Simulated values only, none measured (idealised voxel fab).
Herein follows the process module entitled voxel spacer lines.
In the cross-section labelled cut, the width is 285 nm and each square cell is 5 nm.
Cross-section spec: square-cell grid; bands listed top down; each band is one or more rows.
Top height, bottom height, nm. Materials left to right, width each, nm. Single material + "throughout" = fills band edge to edge. "empty" = empty.
Heights are measured from 0, the level below which the as-received wafer is all one material; the lowest band has no bottom and continues downward, written as in "0 -> down".
The expression "30..40" gives the width at the extremes of the band, the first number at its top row of cells and the second at its bottom row, with the width changing by equal amounts from each row to the next in between.
Any step labelled "everything unchanged" changed none of the cells in the cross-section.
Closed-off voids of 8+ cells (no open route to the top) go in "Entrapped voids", written width x height at distance from the left edge, in nm.
after a step's settings: what the simulator itself notes on the step
overlay nm: where the mask lay relative to plan, measured to the right, on steps with a mask; negatives go left.

### List of planned process steps
step 1: RECEIVE, material Si
step 2: CONFORMAL_DEP, material Al2O3, thk nm 10
step 3: DIRECTIONAL_DEP, material W, thk nm 10
step 4: DIRECTIONAL_DEP, material aC, thk nm 30
step 5: PATTERN, tone cover, mask id MANDREL, material resist, width nm 25, pitch nm 80, thk nm 35, overlay nm 0
step 6: DIRECTIONAL_ETCH, etch materials aC, depth nm 30
step 7: STRIP, etch materials resist
step 8: CONFORMAL_DEP, material SiO2, thk nm 15
step 9: DIRECTIONAL_ETCH, etch materials SiO2, depth nm 15
step 10: STRIP, etch materials aC
step 11: DIRECTIONAL_ETCH, etch materials W, depth nm 10
step 12: STRIP, etch materials SiO2

### Delivered wafer in cross-section: state after step 1
> 0 -> down = Si throughout
> Entrapped voids: none

### Below is the wafer in cross-section after the module was completed. It began from the starting point shown above and followed the plan shown above, except that one mistake was made while running it
> 20 -> 10 = empty: 85 / W: 15 / empty: 25 / W: 15 / empty: 25 / W: 15 / empty: 25 / W: 15 / empty: 65
> 10 -> 0 = Al2O3 throughout
> 0 -> down = Si throughout
> Entrapped voids: none
What was the processing mistake? step 5 changed vs plan, executed as PATTERN, tone cover, mask id MANDREL, material resist, width nm 25, pitch nm 80, thk nm 35, overlay nm 10
